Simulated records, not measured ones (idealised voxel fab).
Presented below is a process module, voxel plated lines.
We display cut, a cross-section 245 nm in width whose square cells are each 5 nm.
When this document writes out a cross-section, it uses a grid of square cells and lists it as bands, beginning at the top and moving down, with a band standing for one or more rows of cells. What a band's entry tells you: where the top is and where the bottom is, as heights in nm, and after that what lies inside, material by material from left to right, each with its width in nm. Empty space is written as the word "empty", and a single material marked with the word "edge to edge" occupies the band from edge to edge. Heights are expressed relative to 0, this being the level below which the as-received wafer comprises one material exclusively. The lowest band is unbounded in the downward direction and is denoted as in "0 and below". Width: "30 to 40" (first number = top row, second number = bottom row, same change from row to row of cells). "nothing different", as given for a step, is the statement that not any cell of the cross-section underwent a change during that step. Empty spaces without an open route to the top, at least 8 cells in extent, make up the entry "Closed void list"; each is given as width x height at distance, where the distance is measured from the left edge, and all are in nm. Text after the settings on a step's line: the simulator's own remark on that step. "overlay nm" answers the question of how far to the right of plan the mask lay on a step that has a mask, and when it is negative the answer is to the left.

-- This section lists the process steps that were planned
1 RECEIVE with material Si
2 CONFORMAL_DEP with material SiO2, thk nm 10
3 DIRECTIONAL_DEP with material TiN, thk nm 5
4 PATTERN with tone open, mask id LINES, material resist, width nm 25, pitch nm 55, thk nm 15, overlay nm 0
5 EPI with material Ru, thk nm 10
6 STRIP with etch materials resist
7 DIRECTIONAL_ETCH with etch materials TiN, depth nm 5
8 CONFORMAL_DEP with material SiCN, thk nm 10

-- Cross-section of the wafer upon arrival, representing the state reached after step 1
- 0 and below | Si edge to edge
- Closed void list: none

-- Same starting wafer, same plan as above, one mistake in the execution; this is the cross-section at the end of the module
- 35 down to 25 | empty 70 nm, then SiCN 50 nm, then empty 5 nm, then SiCN 50 nm, then empty 70 nm
- 25 down to 20 | empty 70 nm, then SiCN 10 nm, then Ru 30 nm, then SiCN 10 nm, then empty 5 nm, then SiCN 10 nm, then Ru 30 nm, then SiCN 10 nm, then empty 70 nm
- 20 down to 15 | SiCN 80 nm, then Ru 30 nm, then SiCN 25 nm, then Ru 30 nm, then SiCN 80 nm
- 15 down to 10 | SiCN 80 nm, then TiN 30 nm, then SiCN 25 nm, then TiN 30 nm, then SiCN 80 nm
- 10 down to 0 | SiO2 edge to edge
- 0 and below | Si edge to edge
- Closed void list: none
Where did the run depart from the plan? step 4 was not run as planned; what actually ran was PATTERN with tone open, mask id LINES, material resist, width nm 30, pitch nm 55, thk nm 15, overlay nm 0
